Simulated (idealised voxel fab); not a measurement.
Title: Process Module voxel self aligned contacts
Displayed cross-section: cut, width of 225 nm, square cells sized 5 nm.
When this document writes out a cross-section, it uses a grid of square cells and lists it as bands, beginning at the top and moving down, with a band standing for one or more rows of cells. Top, bottom (nm), then materials left to right with widths (nm); lone material tagged "all across" fills the whole band edge to edge; "blank" = empty space. Where do heights start? At 0: under that level the wafer as delivered is made of one material only. And the lowest band has no floor; it just carries on downward, as in "0 down". The notation "30->40" denotes a width that varies across the rows of cells in the band, beginning at the first number in the top row, finishing at the second number in the bottom row, and changing by an identical amount from each row to the next. Basically "no modifications" means that step didn't change any cell in the cross-section. Empty spaces counting at least 8 cells and having no open way to the top are listed in "Closed voids list". The notation width x height at distance is used for each, the distance being from the left edge and all three values in nm. On a step's line, text after the settings is the simulator commenting on that step. The setting "overlay nm" may be written on the line of a step. When the step uses a mask, the value reports how far to the right of the planned place the mask lay, and a negative value reports that it lay to the left.

So here's the lineup of process steps we planned:
1: RECEIVE [material Si]
2: OXIDIZE [depth nm 5]
3: DIRECTIONAL_DEP [material polySi] [thk nm 30]
4: DIRECTIONAL_DEP [material SiN] [thk nm 15]
5: MASKED_ETCH [tone cover] [mask id GATE] [width nm 30] [pitch nm 55] [etch materials SiN] [depth nm 15] [overlay nm 0]
6: MASKED_ETCH [tone cover] [mask id GATE] [width nm 30] [pitch nm 55] [etch materials polySi] [depth nm 30] [overlay nm 0]
7: CONFORMAL_DEP [material SiN] [thk nm 5]
8: DIRECTIONAL_ETCH [etch materials SiN] [depth nm 5]
9: FILL_DEP [material SiO2] [thk nm 20]
10: CMP [height nm 55]
11: MASKED_ETCH [tone open] [mask id CONTACT] [width nm 35] [pitch nm 55] [etch materials SiO2] [depth nm 60] [overlay nm 0]
12: CONFORMAL_DEP [material TiN] [thk nm 5]
13: FILL_DEP [material W] [thk nm 10]
14: CMP [height nm 55]
15: CONFORMAL_DEP [material SiN] [thk nm 5]

Incoming wafer, cross-sectional view, post step 1:
0 down = Si all across
Closed voids list: none

The first of two wafers, cross-sectioned at the end of the module, with the run proceeding as planned:
60 to 55 = SiN all across
55 to 45 = 65 nm SiO2, 5->15 nm TiN, 25->5 nm W, 5->15 nm TiN, 20 nm SiO2, 5->15 nm TiN, 25->5 nm W, 5->15 nm TiN, 70 nm SiO2
45 to 30 = 35 nm SiO2, 40 nm SiN, 5 nm TiN, 5 nm W, 5 nm TiN, 40 nm SiN, 5 nm TiN, 5 nm W, 5 nm TiN, 40 nm SiN, 40 nm SiO2
30 to 0 = 35 nm SiO2, 5 nm SiN, 30 nm polySi, 5 nm SiN, 5 nm TiN, 5 nm W, 5 nm TiN, 5 nm SiN, 30 nm polySi, 5 nm SiN, 5 nm TiN, 5 nm W, 5 nm TiN, 5 nm SiN, 30 nm polySi, 5 nm SiN, 40 nm SiO2
0 to -5 = 75 nm SiO2, 15 nm TiN, 40 nm SiO2, 15 nm TiN, 80 nm SiO2
-5 down = Si all across
Closed voids list: none

Wafer two cross-section, module end. Start and plan unchanged from wafer one; one mistake made during the run:
60 to 55 = SiN all across
55 to 50 = 65 nm SiO2, 15 nm TiN, 5 nm W, 15 nm TiN, 20 nm SiO2, 15 nm TiN, 5 nm W, 15 nm TiN, 70 nm SiO2
50 to 45 = 35 nm SiO2, 40 nm W, 5 nm TiN, 5 nm W, 5 nm TiN, 40 nm W, 5 nm TiN, 5 nm W, 5 nm TiN, 40 nm W, 40 nm SiO2
45 to 30 = 35 nm SiO2, 5 nm W, 30 nm SiN, 5 nm W, 5 nm TiN, 5 nm W, 5 nm TiN, 5 nm W, 30 nm SiN, 5 nm W, 5 nm TiN, 5 nm W, 5 nm TiN, 5 nm W, 30 nm SiN, 5 nm W, 40 nm SiO2
30 to 10 = 35 nm SiO2, 5 nm W, 30 nm polySi, 5 nm W, 5 nm TiN, 5 nm W, 5 nm TiN, 5 nm W, 30 nm polySi, 5 nm W, 5 nm TiN, 5 nm W, 5 nm TiN, 5 nm W, 30 nm polySi, 5 nm W, 40 nm SiO2
10 to 5 = 35 nm SiO2, 5 nm W, 30 nm polySi, 5 nm W, 15 nm TiN, 5 nm W, 30 nm polySi, 5 nm W, 15 nm TiN, 5 nm W, 30 nm polySi, 5 nm W, 40 nm SiO2
5 to 0 = 40 nm W, 30 nm polySi, 25 nm W, 30 nm polySi, 25 nm W, 30 nm polySi, 45 nm W
0 to -5 = SiO2 all across
-5 down = Si all across
Closed voids list: none
Run error: for step 7, the planned setting was not used; the step was instead run as CONFORMAL_DEP [material W] [thk nm 5]
Bottom line after processing is that, in cells, the second wafer is up or down on some materials versus the first: 54 fewer of SiN, 25 fewer of SiO2, 8 fewer of TiN, 87 more of W
